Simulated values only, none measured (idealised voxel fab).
process module | voxel self aligned contacts
Cross-section cut spans 270 nm and uses square cells 5 nm in size.
Each cross-section below is a grid of square cells, stated as bands in top-down order, with one or more rows of cells making up each band. This entry defines a band. It first specifies the height of the band's top and the height of its bottom in nm, and then specifies the band's materials from left to right, stating each material with its width in nm. The word "throughout" identifies a single material that fills the band from edge to edge, while the word "blank" identifies empty space. Zero point of the height axis is 0; under it, received wafer = one material. Lowest band: continues down indefinitely, "0 -> down". So if you see something like "30..40" for the width, read it as the top row of the band sitting at the first number and the bottom row at the second, with every row in between moving by the same amount as the last. Where the words "no alterations made" appear for a step, the cross-section shows no cell changed by that step; every cell remained as before. Reported under the label "Fully sealed voids" are the empty spaces having no open way to the top and comprising 8 cells or more; the notation for each is width x height at distance, in which the distance is measured from the left edge and all three values are in nm. On each step's line, the part that comes after the settings is the simulator's own comment on the step. "overlay nm" on a masked step: distance the mask lay right of its planned place, negative for left.
-- So here's the lineup of process steps we planned
- 1: RECEIVE, material Si
- 2: CONFORMAL_DEP, material SiO2, thk nm 5
- 3: DIRECTIONAL_DEP, material polySi, thk nm 25
- 4: DIRECTIONAL_DEP, material SiN, thk nm 25
- 5: DIRECTIONAL_DEP, material aC, thk nm 10
- 6: PATTERN, tone cover, mask id GATE, material resist, width nm 30, pitch nm 75, thk nm 25, overlay nm 0
- 7: DIRECTIONAL_ETCH, etch materials aC, depth nm 10
- 8: STRIP, etch materials resist
- 9: DIRECTIONAL_ETCH, etch materials SiN, depth nm 25
- 10: DIRECTIONAL_ETCH, etch materials polySi, depth nm 25
- 11: STRIP, etch materials aC
- 12: CONFORMAL_DEP, material SiN, thk nm 10
- 13: DIRECTIONAL_ETCH, etch materials SiN, depth nm 10
- 14: FILL_DEP, material SiO2, thk nm 10
- 15: CMP, height nm 60
- 16: DIRECTIONAL_DEP, material aC, thk nm 10
- 17: PATTERN, tone open, mask id CONTACT, material resist, width nm 55, thk nm 30, overlay nm 0
- 18: DIRECTIONAL_ETCH, etch materials aC, depth nm 10
- 19: STRIP, etch materials resist
- 20: DIRECTIONAL_ETCH, etch materials SiO2, depth nm 60
- 21: STRIP, etch materials aC
- 22: CONFORMAL_DEP, material TiN, thk nm 5
- 23: FILL_DEP, material W, thk nm 5
- 24: CMP, height nm 60
- 25: CONFORMAL_DEP, material SiCN, thk nm 5
-- Wafer at receipt (post step 1), cross-section
0 -> down = Si throughout
Fully sealed voids: none
-- Final cross-section, module run with one mistake (start and plan as above)
65 -> 60 = SiCN throughout
60 -> 55 = SiO2 (70) | SiN (50) | TiN (25) | SiN (50) | SiO2 (75)
55 -> 30 = SiN throughout
30 -> 5 = polySi throughout
5 -> 0 = SiO2 throughout
0 -> down = Si throughout
Fully sealed voids: none
Error vs. plan: twice over, step 4 of the plan was run
